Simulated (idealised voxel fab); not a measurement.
process module | voxel self aligned vias
cross-section cut | 185 nm wide | cells 5 nm
A cross-section is a grid of square cells, given in bands from the top down. A band is one or more rows of cells.
Each band's line starts with the height of the band's top and of its bottom, in nm. Then come its materials from left to right, each with its width in nm. One material with "throughout" fills the band from edge to edge. "air" is empty space.
Height 0 is the level under which the wafer as received is all one material. The lowest band goes on downwards, as in "0 down".
A width such as "30 to 40" changes by the same amount from each row of cells to the next, from the band's top row to its bottom row.
"no change" after a step means that no cell of the cross-section changed.
closed voids: empty space of 8 cells or more with no open way to the top, each as width x height at its distance from the left edge, in nm
after a step's settings: what the simulator itself notes on the step
overlay nm, on a step with a mask: how far to the right of its planned place the mask lay; to the left if negative
plan
1 op RECEIVE | material Si
2 op CONFORMAL_DEP | material SiO2 | thk nm 10
3 op CONFORMAL_DEP | material SiCN | thk nm 5
4 op DIRECTIONAL_DEP | material SiO2 | thk nm 30
5 op PATTERN | tone open | mask id LINES | material resist | width nm 20 | pitch nm 55 | thk nm 15 | overlay nm 0
6 op DIRECTIONAL_ETCH | etch materials SiO2 | depth nm 30
7 op STRIP | etch materials resist
8 op CONFORMAL_DEP | material TiN | thk nm 5
9 op FILL_DEP | material Ru | thk nm 10
10 op CMP | height nm 45
11 op SELECTIVE_ETCH | etch materials W Ru TiN | depth nm 5
12 op FILL_DEP | material SiN | thk nm 10
13 op CMP | height nm 45
14 op DIRECTIONAL_DEP | material SiO2 | thk nm 15
15 op PATTERN | tone open | mask id VIAS | material resist | width nm 30 | pitch nm 55 | thk nm 20 | overlay nm 0
16 op DIRECTIONAL_ETCH | etch materials SiO2 | depth nm 15
17 op DIRECTIONAL_ETCH | etch materials SiN | depth nm 5
18 op STRIP | etch materials resist
19 op CONFORMAL_DEP | material TiN | thk nm 5
20 op FILL_DEP | material Cu | thk nm 10
21 op CMP | height nm 60
22 op CONFORMAL_DEP | material SiN | thk nm 5
as received, after step 1
  0 down: Si throughout
  closed voids: none
first wafer at the end, as planned
  65 to 60: SiN throughout
  60 to 50: SiO2 50 | TiN 5 | Cu 20 | TiN 5 | SiO2 25 | TiN 5 | Cu 20 | TiN 5 | SiO2 50
  50 to 45: SiO2 50 | TiN 10 | Cu 10 | TiN 10 | SiO2 25 | TiN 10 | Cu 10 | TiN 10 | SiO2 50
  45 to 40: SiO2 55 | TiN 20 | SiO2 35 | TiN 20 | SiO2 55
  40 to 20: SiO2 55 | TiN 5 | Ru 10 | TiN 5 | SiO2 35 | TiN 5 | Ru 10 | TiN 5 | SiO2 55
  20 to 15: SiO2 55 | TiN 20 | SiO2 35 | TiN 20 | SiO2 55
  15 to 10: SiCN throughout
  10 to 0: SiO2 throughout
  0 down: Si throughout
  closed voids: none
second wafer at the end: like start, like plan, one mistake
  65 to 60: SiN throughout
  60 to 50: SiO2 50 | TiN 5 | Cu 20 | TiN 5 | SiO2 25 | TiN 5 | Cu 20 | TiN 5 | SiO2 50
  50 to 45: SiO2 50 | TiN 10 | Cu 10 | TiN 10 | SiO2 25 | TiN 10 | Cu 10 | TiN 10 | SiO2 50
  45 to 40: SiO2 55 | TiN 20 | SiO2 35 | TiN 20 | SiO2 55
  40 to 30: SiO2 55 | SiN 20 | SiO2 35 | SiN 20 | SiO2 55
  30 to 20: SiO2 55 | TiN 5 | Ru 10 | TiN 5 | SiO2 35 | TiN 5 | Ru 10 | TiN 5 | SiO2 55
  20 to 15: SiO2 55 | TiN 20 | SiO2 35 | TiN 20 | SiO2 55
  15 to 10: SiCN throughout
  10 to 0: SiO2 throughout
  0 down: Si throughout
  closed voids: none
what went wrong: step 11 ran as: op SELECTIVE_ETCH | etch materials W Ru TiN | depth nm 15
at the end the second wafer has, in cells: 8 fewer of Ru | 16 more of SiN | 8 fewer of TiN
